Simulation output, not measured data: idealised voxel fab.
Presented below is a process module, voxel transistor to metal.
Section shown: cut. Width: 190 nm. Cell size: 5 nm, square.
Cross-section layout: square cells on a grid; listed as bands, top to bottom; a band spans one or more cell rows.
This entry defines a band. It first specifies the height of the band's top and the height of its bottom in nm, and then specifies the band's materials from left to right, stating each material with its width in nm. The word "throughout" identifies a single material that fills the band from edge to edge, while the word "blank" identifies empty space.
All heights in this document are referenced to 0, defined as the level beneath which the wafer, as received, consists entirely of one material. The lowest band is not bounded below; it extends indefinitely downward and is written in the form "0 down".
A width given as "30->40" starts at the first number in the band's top row and ends at the second number in its bottom row, shifting by an equal amount at every step from row to row.
What does "remained the same" mean for a step? It means no cell of the cross-section changed in that step.
If an empty space has no open way to the top and is at least 8 cells in size, "Unvented voids" lists it, written width x height at distance, where distance is measured from the left edge and every value is in nm.
It should be noted that, on the line of a given step, the content following the step's settings is a remark produced by the simulator itself with respect to that step.
overlay nm: right-of-plan distance of the mask on a masked step; negative values mean left-of-plan.
Guide to the pairs. Each holds a before and an after cross-section around one process step; the after cross-section is cut off at the lowest band that changed. Look under the pair for the step between them and its settings. Pairs can come from different runs of this module on the same starting wafer, so a pair follows on from the one above it only where its entry headed "Before this step" says it does.
Before this step
* 40 to 25 | SiO2 50 nm; blank 15 nm; SiO2 60 nm; blank 15 nm; SiO2 50 nm
* 25 to 15 | SiO2 50 nm; blank 15 nm; SiO2 5 nm; SiN 10 nm; SiO2 5 nm; SiCN 20 nm; SiO2 5 nm; SiN 10 nm; SiO2 5 nm; blank 15 nm; SiO2 50 nm
* 15 to 5 | SiO2 50 nm; blank 15 nm; SiO2 5 nm; SiN 10 nm; SiO2 5 nm; polySi 20 nm; SiO2 5 nm; SiN 10 nm; SiO2 5 nm; blank 15 nm; SiO2 50 nm
* 5 to 0 | SiO2 55 nm; nSi 15 nm; SiN 10 nm; SiO2 5 nm; polySi 20 nm; SiO2 5 nm; SiN 10 nm; nSi 15 nm; SiO2 55 nm
* 0 to -5 | SiO2 40 nm; SiN 10 nm; nSi 20 nm; SiN 10 nm; SiO2 5 nm; polySi 20 nm; SiO2 5 nm; SiN 10 nm; nSi 20 nm; SiN 10 nm; SiO2 40 nm
* -5 to -10 | SiO2 40 nm; SiN 5 nm; SiO2 5 nm; nSi 20 nm; SiO2 50 nm; nSi 20 nm; SiO2 5 nm; SiN 5 nm; SiO2 40 nm
* -10 to -15 | SiO2 55 nm; nSi 15 nm; Si 50 nm; nSi 15 nm; SiO2 55 nm
* -15 to -20 | SiO2 50 nm; Si 5 nm; nSi 15 nm; Si 50 nm; nSi 15 nm; Si 5 nm; SiO2 50 nm
* -20 to -45 | SiO2 50 nm; Si 90 nm; SiO2 50 nm
* -45 down | Si throughout
* Unvented voids: none
After
* 45 to 40 | TiN 55 nm; blank 5 nm; TiN 70 nm; blank 5 nm; TiN 55 nm
* 40 to 25 | SiO2 50 nm; TiN 5 nm; blank 5 nm; TiN 5 nm; SiO2 60 nm; TiN 5 nm; blank 5 nm; TiN 5 nm; SiO2 50 nm
* 25 to 15 | SiO2 50 nm; TiN 5 nm; blank 5 nm; TiN 5 nm; SiO2 5 nm; SiN 10 nm; SiO2 5 nm; SiCN 20 nm; SiO2 5 nm; SiN 10 nm; SiO2 5 nm; TiN 5 nm; blank 5 nm; TiN 5 nm; SiO2 50 nm
* 15 to 10 | SiO2 50 nm; TiN 5 nm; blank 5 nm; TiN 5 nm; SiO2 5 nm; SiN 10 nm; SiO2 5 nm; polySi 20 nm; SiO2 5 nm; SiN 10 nm; SiO2 5 nm; TiN 5 nm; blank 5 nm; TiN 5 nm; SiO2 50 nm
* 10 to 5 | SiO2 50 nm; TiN 15 nm; SiO2 5 nm; SiN 10 nm; SiO2 5 nm; polySi 20 nm; SiO2 5 nm; SiN 10 nm; SiO2 5 nm; TiN 15 nm; SiO2 50 nm
* Note: structure below 5 unchanged.
* Unvented voids: none
Which step turns the before cross-section above into the after cross-section? CONFORMAL_DEP, material TiN, thk nm 5
Before this step: after-step cross-section of the pair just above applies.
After
* 55 to 45 | Ru throughout
* 45 to 40 | TiN 55 nm; Ru 5 nm; TiN 70 nm; Ru 5 nm; TiN 55 nm
* 40 to 25 | SiO2 50 nm; TiN 5 nm; Ru 5 nm; TiN 5 nm; SiO2 60 nm; TiN 5 nm; Ru 5 nm; TiN 5 nm; SiO2 50 nm
* 25 to 15 | SiO2 50 nm; TiN 5 nm; Ru 5 nm; TiN 5 nm; SiO2 5 nm; SiN 10 nm; SiO2 5 nm; SiCN 20 nm; SiO2 5 nm; SiN 10 nm; SiO2 5 nm; TiN 5 nm; Ru 5 nm; TiN 5 nm; SiO2 50 nm
* 15 to 10 | SiO2 50 nm; TiN 5 nm; Ru 5 nm; TiN 5 nm; SiO2 5 nm; SiN 10 nm; SiO2 5 nm; polySi 20 nm; SiO2 5 nm; SiN 10 nm; SiO2 5 nm; TiN 5 nm; Ru 5 nm; TiN 5 nm; SiO2 50 nm
* Note: structure below 10 unchanged.
* Unvented voids: none
Which step turns the before cross-section above into the after cross-section? FILL_DEP, material Ru, thk nm 10
Before this step: after-step cross-section of the pair just above applies.
After
* 40 to 25 | SiO2 50 nm; TiN 5 nm; Ru 5 nm; TiN 5 nm; SiO2 60 nm; TiN 5 nm; Ru 5 nm; TiN 5 nm; SiO2 50 nm
* Note: structure below 25 unchanged.
* Unvented voids: none
Which step turns the before cross-section above into the after cross-section? CMP, height nm 40
Before this step: after-step cross-section of the pair just above applies.
After
* 45 to 40 | SiCN throughout
* Note: structure below 40 unchanged.
* Unvented voids: none
Which step turns the before cross-section above into the after cross-section? CONFORMAL_DEP, material SiCN, thk nm 5
Before this step: after-step cross-section of the pair just above applies.
After
* 60 to 45 | lowk throughout
* Note: structure below 45 unchanged.
* Unvented voids: none
Which step turns the before cross-section above into the after cross-section? DIRECTIONAL_DEP, material lowk, thk nm 15
Before this step: after-step cross-section of the pair just above applies.
After
* 80 to 60 | resist 50 nm; blank 15 nm; resist 60 nm; blank 15 nm; resist 50 nm
* Note: structure below 60 unchanged.
* Unvented voids: none
Which step turns the before cross-section above into the after cross-section? PATTERN, tone open, mask id METAL_1, material resist, width nm 15, pitch nm 75, thk nm 20, overlay nm 0
Before this step: after-step cross-section of the pair just above applies.
After
* 80 to 60 | resist 50 nm; blank 15 nm; resist 60 nm; blank 15 nm; resist 50 nm
* 60 to 45 | lowk 50 nm; blank 15 nm; lowk 60 nm; blank 15 nm; lowk 50 nm
* Note: structure below 45 unchanged.
* Unvented voids: none
Which step turns the before cross-section above into the after cross-section? DIRECTIONAL_ETCH, etch materials lowk, depth nm 15
Before this step: after-step cross-section of the pair just above applies.
After
* 80 to 60 | resist 50 nm; blank 15 nm; resist 60 nm; blank 15 nm; resist 50 nm
* 60 to 45 | lowk 50 nm; blank 15 nm; lowk 60 nm; blank 15 nm; lowk 50 nm
* 45 to 40 | SiCN 50 nm; blank 15 nm; SiCN 60 nm; blank 15 nm; SiCN 50 nm
* Note: structure below 40 unchanged.
* Unvented voids: none
Which step turns the before cross-section above into the after cross-section? DIRECTIONAL_ETCH, etch materials SiCN, depth nm 5
Before this step: after-step cross-section of the pair just above applies.
After
* 60 to 45 | lowk 50 nm; blank 15 nm; lowk 60 nm; blank 15 nm; lowk 50 nm
* Note: structure below 45 unchanged.
* Unvented voids: none
Which step turns the before cross-section above into the after cross-section? STRIP, etch materials resist
Before this step: after-step cross-section of the pair just above applies.
After
* 65 to 60 | TiN 55 nm; blank 5 nm; TiN 70 nm; blank 5 nm; TiN 55 nm
* 60 to 45 | lowk 50 nm; TiN 5 nm; blank 5 nm; TiN 5 nm; lowk 60 nm; TiN 5 nm; blank 5 nm; TiN 5 nm; lowk 50 nm
* 45 to 40 | SiCN 50 nm; TiN 15 nm; SiCN 60 nm; TiN 15 nm; SiCN 50 nm
* Note: structure below 40 unchanged.
* Unvented voids: none
Which step turns the before cross-section above into the after cross-section? CONFORMAL_DEP, material TiN, thk nm 5
Before this step: after-step cross-section of the pair just above applies.
After
* 70 to 65 | Ru throughout
* 65 to 60 | TiN 55 nm; Ru 5 nm; TiN 70 nm; Ru 5 nm; TiN 55 nm
* 60 to 45 | lowk 50 nm; TiN 5 nm; Ru 5 nm; TiN 5 nm; lowk 60 nm; TiN 5 nm; Ru 5 nm; TiN 5 nm; lowk 50 nm
* Note: structure below 45 unchanged.
* Unvented voids: none
Which step turns the before cross-section above into the after cross-section? FILL_DEP, material Ru, thk nm 5
Before this step: after-step cross-section of the pair just above applies.
After
* 60 to 45 | lowk 50 nm; TiN 5 nm; Ru 5 nm; TiN 5 nm; lowk 60 nm; TiN 5 nm; Ru 5 nm; TiN 5 nm; lowk 50 nm
* Note: structure below 45 unchanged.
* Unvented voids: none
Which step turns the before cross-section above into the after cross-section? CMP, height nm 60
Before this step: after-step cross-section of the pair just above applies.
After
* 65 to 60 | SiN throughout
* Note: structure below 60 unchanged.
* Unvented voids: none
Which step turns the before cross-section above into the after cross-section? CONFORMAL_DEP, material SiN, thk nm 5
Before this step
* 5 to 0 | SiO2 45 nm; blank 100 nm; SiO2 45 nm
* 0 to -5 | SiO2 throughout
* -5 to -45 | SiO2 50 nm; Si 90 nm; SiO2 50 nm
* -45 down | Si throughout
* Unvented voids: none
After
* -5 to -10 | blank 50 nm; Si 90 nm; blank 50 nm
* -10 to -15 | SiO2 30 nm; blank 20 nm; Si 90 nm; blank 20 nm; SiO2 30 nm
* Note: structure below -15 unchanged.
* Unvented voids: none
Which step turns the before cross-section above into the after cross-section? SELECTIVE_ETCH, etch materials SiO2, depth nm 15
Before this step: after-step cross-section of the pair just above applies.
After
* -5 to -10 | blank 50 nm; SiO2 90 nm; blank 50 nm
* -10 to -15 | SiO2 30 nm; blank 20 nm; SiO2 5 nm; Si 80 nm; SiO2 5 nm; blank 20 nm; SiO2 30 nm
* -15 to -20 | SiO2 55 nm; Si 80 nm; SiO2 55 nm
* Note: structure below -20 unchanged.
* Unvented voids: none
Which step turns the before cross-section above into the after cross-section? OXIDIZE, depth nm 5
Before this step: after-step cross-section of the pair just above applies.
After
* 15 to 10 | blank 50 nm; polySi 90 nm; blank 50 nm
* 10 to 5 | polySi 30 nm; blank 20 nm; polySi 90 nm; blank 20 nm; polySi 30 nm
* 5 to -5 | polySi throughout
* -5 to -10 | polySi 50 nm; SiO2 90 nm; polySi 50 nm
* -10 to -15 | SiO2 30 nm; polySi 20 nm; SiO2 5 nm; Si 80 nm; SiO2 5 nm; polySi 20 nm; SiO2 30 nm
* Note: structure below -15 unchanged.
* Unvented voids: none
Which step turns the before cross-section above into the after cross-section? DIRECTIONAL_DEP, material polySi, thk nm 20
Before this step: after-step cross-section of the pair just above applies.
After
* 25 to 20 | blank 50 nm; SiCN 90 nm; blank 50 nm
* 20 to 15 | SiCN 30 nm; blank 20 nm; SiCN 90 nm; blank 20 nm; SiCN 30 nm
* 15 to 10 | SiCN 50 nm; polySi 90 nm; SiCN 50 nm
* 10 to 5 | polySi 30 nm; SiCN 20 nm; polySi 90 nm; SiCN 20 nm; polySi 30 nm
* Note: structure below 5 unchanged.
* Unvented voids: none
Which step turns the before cross-section above into the after cross-section? DIRECTIONAL_DEP, material SiCN, thk nm 10
Before this step: after-step cross-section of the pair just above applies.
After
* 45 to 25 | blank 85 nm; resist 20 nm; blank 85 nm
* Note: structure below 25 unchanged.
* Unvented voids: none
Which step turns the before cross-section above into the after cross-section? PATTERN, tone cover, mask id GATE, material resist, width nm 20, thk nm 20, overlay nm 0
Before this step: after-step cross-section of the pair just above applies.
After
* 45 to 25 | blank 85 nm; resist 20 nm; blank 85 nm
* 25 to 15 | blank 85 nm; SiCN 20 nm; blank 85 nm
* 15 to 10 | blank 50 nm; polySi 90 nm; blank 50 nm
* 10 to 5 | polySi 30 nm; blank 20 nm; polySi 90 nm; blank 20 nm; polySi 30 nm
* Note: structure below 5 unchanged.
* Unvented voids: none
Which step turns the before cross-section above into the after cross-section? DIRECTIONAL_ETCH, etch materials SiCN, depth nm 20
Before this step: after-step cross-section of the pair just above applies.
After
* 45 to 25 | blank 85 nm; resist 20 nm; blank 85 nm
* 25 to 15 | blank 85 nm; SiCN 20 nm; blank 85 nm
* 15 to -5 | blank 85 nm; polySi 20 nm; blank 85 nm
* -5 to -10 | blank 50 nm; SiO2 90 nm; blank 50 nm
* -10 to -15 | SiO2 30 nm; blank 20 nm; SiO2 5 nm; Si 80 nm; SiO2 5 nm; blank 20 nm; SiO2 30 nm
* Note: structure below -15 unchanged.
* Unvented voids: none
Which step turns the before cross-section above into the after cross-section? DIRECTIONAL_ETCH, etch materials polySi, depth nm 30
Before this step: after-step cross-section of the pair just above applies.
After
* 25 to 15 | blank 85 nm; SiCN 20 nm; blank 85 nm
* Note: structure below 15 unchanged.
* Unvented voids: none
Which step turns the before cross-section above into the after cross-section? STRIP, etch materials resist
Before this step: after-step cross-section of the pair just above applies.
After
* 30 to 25 | blank 80 nm; SiO2 30 nm; blank 80 nm
* 25 to 15 | blank 80 nm; SiO2 5 nm; SiCN 20 nm; SiO2 5 nm; blank 80 nm
* 15 to 0 | blank 80 nm; SiO2 5 nm; polySi 20 nm; SiO2 5 nm; blank 80 nm
* 0 to -5 | blank 45 nm; SiO2 40 nm; polySi 20 nm; SiO2 40 nm; blank 45 nm
* -5 to -10 | SiO2 35 nm; blank 10 nm; SiO2 100 nm; blank 10 nm; SiO2 35 nm
* -10 to -20 | SiO2 55 nm; Si 80 nm; SiO2 55 nm
* Note: structure below -20 unchanged.
* Unvented voids: none
Which step turns the before cross-section above into the after cross-section? CONFORMAL_DEP, material SiO2, thk nm 5
Before this step: after-step cross-section of the pair just above applies.
After
* 25 to 15 | blank 80 nm; SiO2 5 nm; SiCN 20 nm; SiO2 5 nm; blank 80 nm
* 15 to -5 | blank 80 nm; SiO2 5 nm; polySi 20 nm; SiO2 5 nm; blank 80 nm
* -5 to -10 | blank 45 nm; SiO2 100 nm; blank 45 nm
* -10 to -15 | SiO2 35 nm; blank 10 nm; SiO2 10 nm; Si 80 nm; SiO2 10 nm; blank 10 nm; SiO2 35 nm
* Note: structure below -15 unchanged.
* Unvented voids: none
Which step turns the before cross-section above into the after cross-section? DIRECTIONAL_ETCH, etch materials SiO2, depth nm 5
Before this step: after-step cross-section of the pair just above applies.
After
* 35 to 25 | blank 70 nm; SiN 50 nm; blank 70 nm
* 25 to 15 | blank 70 nm; SiN 10 nm; SiO2 5 nm; SiCN 20 nm; SiO2 5 nm; SiN 10 nm; blank 70 nm
* 15 to 5 | blank 70 nm; SiN 10 nm; SiO2 5 nm; polySi 20 nm; SiO2 5 nm; SiN 10 nm; blank 70 nm
* 5 to 0 | blank 35 nm; SiN 45 nm; SiO2 5 nm; polySi 20 nm; SiO2 5 nm; SiN 45 nm; blank 35 nm
* 0 to -5 | SiN 80 nm; SiO2 5 nm; polySi 20 nm; SiO2 5 nm; SiN 80 nm
* -5 to -10 | SiN 45 nm; SiO2 100 nm; SiN 45 nm
* -10 to -15 | SiO2 35 nm; SiN 10 nm; SiO2 10 nm; Si 80 nm; SiO2 10 nm; SiN 10 nm; SiO2 35 nm
* Note: structure below -15 unchanged.
* Unvented voids: none
Which step turns the before cross-section above into the after cross-section? CONFORMAL_DEP, material SiN, thk nm 10
Before this step: after-step cross-section of the pair just above applies.
After
* 25 to 15 | blank 70 nm; SiN 10 nm; SiO2 5 nm; SiCN 20 nm; SiO2 5 nm; SiN 10 nm; blank 70 nm
* 15 to -5 | blank 70 nm; SiN 10 nm; SiO2 5 nm; polySi 20 nm; SiO2 5 nm; SiN 10 nm; blank 70 nm
* -5 to -10 | blank 35 nm; SiN 10 nm; SiO2 100 nm; SiN 10 nm; blank 35 nm
* Note: structure below -10 unchanged.
* Unvented voids: none
Which step turns the before cross-section above into the after cross-section? DIRECTIONAL_ETCH, etch materials SiN, depth nm 10
Before this step: after-step cross-section of the pair just above applies.
After
* 25 to 20 | blank 70 nm; SiN 10 nm; blank 5 nm; SiCN 20 nm; blank 5 nm; SiN 10 nm; blank 70 nm
* 20 to 15 | blank 70 nm; SiN 10 nm; SiO2 5 nm; SiCN 20 nm; SiO2 5 nm; SiN 10 nm; blank 70 nm
* 15 to -5 | blank 70 nm; SiN 10 nm; SiO2 5 nm; polySi 20 nm; SiO2 5 nm; SiN 10 nm; blank 70 nm
* -5 to -10 | blank 35 nm; SiN 10 nm; blank 25 nm; SiO2 50 nm; blank 25 nm; SiN 10 nm; blank 35 nm
* -10 to -15 | blank 35 nm; SiN 10 nm; SiO2 10 nm; Si 80 nm; SiO2 10 nm; SiN 10 nm; blank 35 nm
* Note: structure below -15 unchanged.
* Unvented voids: none
Which step turns the before cross-section above into the after cross-section? DIRECTIONAL_ETCH, etch materials SiO2, depth nm 5
Before this step: after-step cross-section of the pair just above applies.
After
* 25 to 20 | blank 70 nm; SiN 10 nm; blank 5 nm; SiCN 20 nm; blank 5 nm; SiN 10 nm; blank 70 nm
* 20 to 15 | blank 70 nm; SiN 10 nm; SiO2 5 nm; SiCN 20 nm; SiO2 5 nm; SiN 10 nm; blank 70 nm
* 15 to -5 | blank 70 nm; SiN 10 nm; SiO2 5 nm; polySi 20 nm; SiO2 5 nm; SiN 10 nm; blank 70 nm
* -5 to -10 | blank 35 nm; SiN 10 nm; blank 25 nm; SiO2 50 nm; blank 25 nm; SiN 10 nm; blank 35 nm
* -10 to -15 | blank 35 nm; SiN 10 nm; SiO2 10 nm; blank 15 nm; Si 50 nm; blank 15 nm; SiO2 10 nm; SiN 10 nm; blank 35 nm
* -15 to -20 | SiO2 55 nm; blank 15 nm; Si 50 nm; blank 15 nm; SiO2 55 nm
* Note: structure below -20 unchanged.
* Unvented voids: none
Which step turns the before cross-section above into the after cross-section? DIRECTIONAL_ETCH, etch materials Si, depth nm 10
Before this step: after-step cross-section of the pair just above applies.
After
* 25 to 20 | blank 70 nm; SiN 10 nm; blank 5 nm; SiCN 20 nm; blank 5 nm; SiN 10 nm; blank 70 nm
* 20 to 15 | blank 70 nm; SiN 10 nm; SiO2 5 nm; SiCN 20 nm; SiO2 5 nm; SiN 10 nm; blank 70 nm
* 15 to 5 | blank 70 nm; SiN 10 nm; SiO2 5 nm; polySi 20 nm; SiO2 5 nm; SiN 10 nm; blank 70 nm
* 5 to -5 | blank 55 nm; nSi 15 nm; SiN 10 nm; SiO2 5 nm; polySi 20 nm; SiO2 5 nm; SiN 10 nm; nSi 15 nm; blank 55 nm
* -5 to -10 | blank 35 nm; SiN 10 nm; blank 5 nm; nSi 20 nm; SiO2 50 nm; nSi 20 nm; blank 5 nm; SiN 10 nm; blank 35 nm
* -10 to -15 | blank 35 nm; SiN 10 nm; SiO2 10 nm; nSi 15 nm; Si 50 nm; nSi 15 nm; SiO2 10 nm; SiN 10 nm; blank 35 nm
* -15 to -20 | SiO2 55 nm; nSi 15 nm; Si 50 nm; nSi 15 nm; SiO2 55 nm
* Note: structure below -20 unchanged.
* Unvented voids: none
Which step turns the before cross-section above into the after cross-section? EPI, material nSi, thk nm 15
Before this step: after-step cross-section of the pair just above applies.
After
* 35 to 25 | SiO2 throughout
* 25 to 15 | SiO2 70 nm; SiN 10 nm; SiO2 5 nm; SiCN 20 nm; SiO2 5 nm; SiN 10 nm; SiO2 70 nm
* 15 to 5 | SiO2 70 nm; SiN 10 nm; SiO2 5 nm; polySi 20 nm; SiO2 5 nm; SiN 10 nm; SiO2 70 nm
* 5 to -5 | SiO2 55 nm; nSi 15 nm; SiN 10 nm; SiO2 5 nm; polySi 20 nm; SiO2 5 nm; SiN 10 nm; nSi 15 nm; SiO2 55 nm
* -5 to -10 | SiO2 35 nm; SiN 10 nm; SiO2 5 nm; nSi 20 nm; SiO2 50 nm; nSi 20 nm; SiO2 5 nm; SiN 10 nm; SiO2 35 nm
* -10 to -15 | SiO2 35 nm; SiN 10 nm; SiO2 10 nm; nSi 15 nm; Si 50 nm; nSi 15 nm; SiO2 10 nm; SiN 10 nm; SiO2 35 nm
* Note: structure below -15 unchanged.
* Unvented voids: none
Which step turns the before cross-section above into the after cross-section? FILL_DEP, material SiO2, thk nm 10
Before this step: after-step cross-section of the pair just above applies.
After
* 25 to 15 | SiO2 70 nm; SiN 10 nm; SiO2 5 nm; SiCN 20 nm; SiO2 5 nm; SiN 10 nm; SiO2 70 nm
* Note: structure below 15 unchanged.
* Unvented voids: none
Which step turns the before cross-section above into the after cross-section? CMP, height nm 25
Before this step: after-step cross-section of the pair just above applies.
After
* 40 to 25 | SiO2 throughout
* Note: structure below 25 unchanged.
* Unvented voids: none
Which step turns the before cross-section above into the after cross-section? DIRECTIONAL_DEP, material SiO2, thk nm 15
Before this step: after-step cross-section of the pair just above applies.
After
* 60 to 40 | resist 50 nm; blank 15 nm; resist 60 nm; blank 15 nm; resist 50 nm
* Note: structure below 40 unchanged.
* Unvented voids: none
Which step turns the before cross-section above into the after cross-section? PATTERN, tone open, mask id CONTACT, material resist, width nm 15, pitch nm 75, thk nm 20, overlay nm 0
Before this step: after-step cross-section of the pair just above applies.
After
* 60 to 40 | resist 50 nm; blank 15 nm; resist 60 nm; blank 15 nm; resist 50 nm
* 40 to 25 | SiO2 50 nm; blank 15 nm; SiO2 60 nm; blank 15 nm; SiO2 50 nm
* 25 to 15 | SiO2 50 nm; blank 15 nm; SiO2 5 nm; SiN 10 nm; SiO2 5 nm; SiCN 20 nm; SiO2 5 nm; SiN 10 nm; SiO2 5 nm; blank 15 nm; SiO2 50 nm
* 15 to 5 | SiO2 50 nm; blank 15 nm; SiO2 5 nm; SiN 10 nm; SiO2 5 nm; polySi 20 nm; SiO2 5 nm; SiN 10 nm; SiO2 5 nm; blank 15 nm; SiO2 50 nm
* Note: structure below 5 unchanged.
* Unvented voids: none
Which step turns the before cross-section above into the after cross-section? DIRECTIONAL_ETCH, etch materials SiO2, depth nm 35
Before this step: after-step cross-section of the pair just above applies.
After
* 40 to 25 | SiO2 50 nm; blank 15 nm; SiO2 60 nm; blank 15 nm; SiO2 50 nm
* Note: structure below 25 unchanged.
* Unvented voids: none
Which step turns the before cross-section above into the after cross-section? STRIP, etch materials resist
Before this step: after-step cross-section of the pair just above applies.
After
* 45 to 40 | TiN 55 nm; blank 5 nm; TiN 70 nm; blank 5 nm; TiN 55 nm
* 40 to 25 | SiO2 50 nm; TiN 5 nm; blank 5 nm; TiN 5 nm; SiO2 60 nm; TiN 5 nm; blank 5 nm; TiN 5 nm; SiO2 50 nm
* 25 to 15 | SiO2 50 nm; TiN 5 nm; blank 5 nm; TiN 5 nm; SiO2 5 nm; SiN 10 nm; SiO2 5 nm; SiCN 20 nm; SiO2 5 nm; SiN 10 nm; SiO2 5 nm; TiN 5 nm; blank 5 nm; TiN 5 nm; SiO2 50 nm
* 15 to 10 | SiO2 50 nm; TiN 5 nm; blank 5 nm; TiN 5 nm; SiO2 5 nm; SiN 10 nm; SiO2 5 nm; polySi 20 nm; SiO2 5 nm; SiN 10 nm; SiO2 5 nm; TiN 5 nm; blank 5 nm; TiN 5 nm; SiO2 50 nm
* 10 to 5 | SiO2 50 nm; TiN 15 nm; SiO2 5 nm; SiN 10 nm; SiO2 5 nm; polySi 20 nm; SiO2 5 nm; SiN 10 nm; SiO2 5 nm; TiN 15 nm; SiO2 50 nm
* Note: structure below 5 unchanged.
* Unvented voids: none
Which step turns the before cross-section above into the after cross-section? CONFORMAL_DEP, material TiN, thk nm 5
Before this step: after-step cross-section of the pair just above applies.
After
* 55 to 45 | Ru throughout
* 45 to 40 | TiN 55 nm; Ru 5 nm; TiN 70 nm; Ru 5 nm; TiN 55 nm
* 40 to 25 | SiO2 50 nm; TiN 5 nm; Ru 5 nm; TiN 5 nm; SiO2 60 nm; TiN 5 nm; Ru 5 nm; TiN 5 nm; SiO2 50 nm
* 25 to 15 | SiO2 50 nm; TiN 5 nm; Ru 5 nm; TiN 5 nm; SiO2 5 nm; SiN 10 nm; SiO2 5 nm; SiCN 20 nm; SiO2 5 nm; SiN 10 nm; SiO2 5 nm; TiN 5 nm; Ru 5 nm; TiN 5 nm; SiO2 50 nm
* 15 to 10 | SiO2 50 nm; TiN 5 nm; Ru 5 nm; TiN 5 nm; SiO2 5 nm; SiN 10 nm; SiO2 5 nm; polySi 20 nm; SiO2 5 nm; SiN 10 nm; SiO2 5 nm; TiN 5 nm; Ru 5 nm; TiN 5 nm; SiO2 50 nm
* Note: structure below 10 unchanged.
* Unvented voids: none
Which step turns the before cross-section above into the after cross-section? FILL_DEP, material Ru, thk nm 10
Before this step: after-step cross-section of the pair just above applies.
After
* 40 to 25 | SiO2 50 nm; TiN 5 nm; Ru 5 nm; TiN 5 nm; SiO2 60 nm; TiN 5 nm; Ru 5 nm; TiN 5 nm; SiO2 50 nm
* Note: structure below 25 unchanged.
* Unvented voids: none
Which step turns the before cross-section above into the after cross-section? CMP, height nm 40
Before this step: after-step cross-section of the pair just above applies.
After
* 45 to 40 | SiCN throughout
* Note: structure below 40 unchanged.
* Unvented voids: none
Which step turns the before cross-section above into the after cross-section? CONFORMAL_DEP, material SiCN, thk nm 5
Before this step: after-step cross-section of the pair just above applies.
After
* 60 to 45 | lowk throughout
* Note: structure below 45 unchanged.
* Unvented voids: none
Which step turns the before cross-section above into the after cross-section? DIRECTIONAL_DEP, material lowk, thk nm 15
Before this step: after-step cross-section of the pair just above applies.
After
* 80 to 60 | resist 50 nm; blank 15 nm; resist 60 nm; blank 15 nm; resist 50 nm
* Note: structure below 60 unchanged.
* Unvented voids: none
Which step turns the before cross-section above into the after cross-section? PATTERN, tone open, mask id METAL_1, material resist, width nm 15, pitch nm 75, thk nm 20, overlay nm 0
Before this step: after-step cross-section of the pair just above applies.
After
* 80 to 60 | resist 50 nm; blank 15 nm; resist 60 nm; blank 15 nm; resist 50 nm
* 60 to 45 | lowk 50 nm; blank 15 nm; lowk 60 nm; blank 15 nm; lowk 50 nm
* Note: structure below 45 unchanged.
* Unvented voids: none
Which step turns the before cross-section above into the after cross-section? DIRECTIONAL_ETCH, etch materials lowk, depth nm 15
Before this step: after-step cross-section of the pair just above applies.
After
* 80 to 60 | resist 50 nm; blank 15 nm; resist 60 nm; blank 15 nm; resist 50 nm
* 60 to 45 | lowk 50 nm; blank 15 nm; lowk 60 nm; blank 15 nm; lowk 50 nm
* 45 to 40 | SiCN 50 nm; blank 15 nm; SiCN 60 nm; blank 15 nm; SiCN 50 nm
* Note: structure below 40 unchanged.
* Unvented voids: none
Which step turns the before cross-section above into the after cross-section? DIRECTIONAL_ETCH, etch materials SiCN, depth nm 5
Before this step: after-step cross-section of the pair just above applies.
After
* 60 to 45 | lowk 50 nm; blank 15 nm; lowk 60 nm; blank 15 nm; lowk 50 nm
* Note: structure below 45 unchanged.
* Unvented voids: none
Which step turns the before cross-section above into the after cross-section? STRIP, etch materials resist
Before this step: after-step cross-section of the pair just above applies.
After
* 65 to 60 | TiN 55 nm; blank 5 nm; TiN 70 nm; blank 5 nm; TiN 55 nm
* 60 to 45 | lowk 50 nm; TiN 5 nm; blank 5 nm; TiN 5 nm; lowk 60 nm; TiN 5 nm; blank 5 nm; TiN 5 nm; lowk 50 nm
* 45 to 40 | SiCN 50 nm; TiN 15 nm; SiCN 60 nm; TiN 15 nm; SiCN 50 nm
* Note: structure below 40 unchanged.
* Unvented voids: none
Which step turns the before cross-section above into the after cross-section? CONFORMAL_DEP, material TiN, thk nm 5
Before this step: after-step cross-section of the pair just above applies.
After
* 70 to 65 | Ru throughout
* 65 to 60 | TiN 55 nm; Ru 5 nm; TiN 70 nm; Ru 5 nm; TiN 55 nm
* 60 to 45 | lowk 50 nm; TiN 5 nm; Ru 5 nm; TiN 5 nm; lowk 60 nm; TiN 5 nm; Ru 5 nm; TiN 5 nm; lowk 50 nm
* Note: structure below 45 unchanged.
* Unvented voids: none
Which step turns the before cross-section above into the after cross-section? FILL_DEP, material Ru, thk nm 5
Before this step: after-step cross-section of the pair just above applies.
After
* 60 to 45 | lowk 50 nm; TiN 5 nm; Ru 5 nm; TiN 5 nm; lowk 60 nm; TiN 5 nm; Ru 5 nm; TiN 5 nm; lowk 50 nm
* Note: structure below 45 unchanged.
* Unvented voids: none
Which step turns the before cross-section above into the after cross-section? CMP, height nm 60
Before this step: after-step cross-section of the pair just above applies.
After
* 65 to 60 | SiN throughout
* Note: structure below 60 unchanged.
* Unvented voids: none
Which step turns the before cross-section above into the after cross-section? CONFORMAL_DEP, material SiN, thk nm 5
